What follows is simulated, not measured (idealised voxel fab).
Process module, titled voxel ribs on slabs
Square cells of 5 nm make up the cross-section cut, whose width is 220 nm.
Cross-section layout: square cells on a grid; listed as bands, top to bottom; a band spans one or more cell rows. Within each band entry, the heights of the top and of the bottom of the band appear first, in that order and in nm; the materials of the band then follow from left to right, each with its corresponding width in nm. The designation "everywhere" on a single material indicates that it fills the band from edge to edge; the designation "empty" indicates empty space. We count height from 0. Below that, the starting wafer is all one material. The lowest band never ends at the bottom but goes on down; see "0 down" for how that is written. Quick explanation for "30 to 40": the width changes in equal steps down the rows of cells, from the first number in the band's top row to the second number in its bottom row. The designation "stayed the same", where it is given for a processing step, indicates that no cell of the cross-section was altered in the course of that step. Listed in "Sealed internal cavities": every empty space of 8 or more cells without an open way to the top. Form: width x height at distance, the distance being from the left edge, all in nm. Note: text after step settings on the step line = simulator remark on that step. "overlay nm" on a masked step: distance the mask lay right of its planned place, negative for left.
LIST OF PLANNED PROCESS STEPS
1) RECEIVE (material Si)
2) DIRECTIONAL_DEP (material SiO2; thk nm 20)
3) DIRECTIONAL_DEP (material polySi; thk nm 25)
4) MASKED_ETCH (tone cover; mask id RIB; width nm 20; etch materials polySi; depth nm 15; overlay nm 0)
5) PATTERN (tone cover; mask id SLAB; material resist; width nm 50; thk nm 20; overlay nm 0)
6) DIRECTIONAL_ETCH (etch materials polySi; depth nm 10)
7) STRIP (etch materials resist)
8) FILL_DEP (material SiO2; thk nm 20)
9) CMP (height nm 60)
10) DIRECTIONAL_DEP (material W; thk nm 5)
11) PATTERN (tone cover; mask id HEATER; material resist; width nm 30; thk nm 20; overlay nm 0)
12) DIRECTIONAL_ETCH (etch materials W; depth nm 5)
13) STRIP (etch materials resist)
14) CONFORMAL_DEP (material SiN; thk nm 5)
FIRST OF TWO WAFERS - AS PLANNED
AS-RECEIVED WAFER CROSS-SECTION (AFTER STEP 1)
	0 down: Si everywhere
	Sealed internal cavities: none
AFTER STEP 2
	20 to 0: SiO2 everywhere
	below 0: unchanged
AFTER STEP 3
	45 to 20: polySi everywhere
	below 20: unchanged
AFTER STEP 4
	45 to 30: empty=100 | polySi=20 | empty=100
	below 30: unchanged
AFTER STEP 5
	65 to 45: empty=85 | resist=50 | empty=85
	45 to 30: empty=85 | resist=15 | polySi=20 | resist=15 | empty=85
	below 30: unchanged
AFTER STEP 6
	65 to 45: empty=85 | resist=50 | empty=85
	45 to 30: empty=85 | resist=15 | polySi=20 | resist=15 | empty=85
	30 to 20: empty=85 | polySi=50 | empty=85
	below 20: unchanged
AFTER STEP 7
	45 to 30: empty=100 | polySi=20 | empty=100
	below 30: unchanged
AFTER STEP 8
	65 to 45: SiO2 everywhere
	45 to 30: SiO2=100 | polySi=20 | SiO2=100
	30 to 20: SiO2=85 | polySi=50 | SiO2=85
	below 20: unchanged
AFTER STEP 9
	60 to 45: SiO2 everywhere
	below 45: unchanged
AFTER STEP 10
	65 to 60: W everywhere
	below 60: unchanged
AFTER STEP 11
	85 to 65: empty=95 | resist=30 | empty=95
	below 65: unchanged
AFTER STEP 12
	85 to 65: empty=95 | resist=30 | empty=95
	65 to 60: empty=95 | W=30 | empty=95
	below 60: unchanged
AFTER STEP 13
	65 to 60: empty=95 | W=30 | empty=95
	below 60: unchanged
AFTER STEP 14
	70 to 65: empty=90 | SiN=40 | empty=90
	65 to 60: SiN=95 | W=30 | SiN=95
	below 60: unchanged
WAFER TWO: LIKE WAFER ONE IN START AND PLAN, BUT WITH ONE MISTAKE IN EXECUTION; IDENTICAL UP TO AND INCLUDING STEP 1
SECOND WAFER, SECTION VIEW, TIME POINT: SCHEDULED END OF STEP 2
	25 to 0: polySi everywhere
	below 0: unchanged
SECOND WAFER, SECTION VIEW, TIME POINT: SCHEDULED END OF STEP 3
	45 to 25: SiO2 everywhere
	below 25: unchanged
Second wafer, section view, time point: scheduled end of step 4: stayed the same
SECOND WAFER, SECTION VIEW, TIME POINT: SCHEDULED END OF STEP 5
	65 to 45: empty=85 | resist=50 | empty=85
	below 45: unchanged
Second wafer, section view, time point: scheduled end of step 6: stayed the same
SECOND WAFER, SECTION VIEW, TIME POINT: SCHEDULED END OF STEP 7
	45 to 25: SiO2 everywhere
	below 25: unchanged
SECOND WAFER, SECTION VIEW, TIME POINT: SCHEDULED END OF STEP 8
	65 to 25: SiO2 everywhere
	below 25: unchanged
SECOND WAFER, SECTION VIEW, TIME POINT: SCHEDULED END OF STEP 9
	60 to 25: SiO2 everywhere
	below 25: unchanged
SECOND WAFER, SECTION VIEW, TIME POINT: SCHEDULED END OF STEP 10
	65 to 60: W everywhere
	below 60: unchanged
SECOND WAFER, SECTION VIEW, TIME POINT: SCHEDULED END OF STEP 11
	85 to 65: empty=95 | resist=30 | empty=95
	below 65: unchanged
SECOND WAFER, SECTION VIEW, TIME POINT: SCHEDULED END OF STEP 12
	85 to 65: empty=95 | resist=30 | empty=95
	65 to 60: empty=95 | W=30 | empty=95
	below 60: unchanged
SECOND WAFER, SECTION VIEW, TIME POINT: SCHEDULED END OF STEP 13
	65 to 60: empty=95 | W=30 | empty=95
	below 60: unchanged
SECOND WAFER, SECTION VIEW, TIME POINT: SCHEDULED END OF STEP 14
	70 to 65: empty=90 | SiN=40 | empty=90
	65 to 60: SiN=95 | W=30 | SiN=95
	below 60: unchanged
So what did we get wrong on this run? note: step 2 <-> step 3, run order reversed vs plan
Count the cells at the end and the second wafer has more or fewer of some materials than the first: SiO2 -188, polySi +188
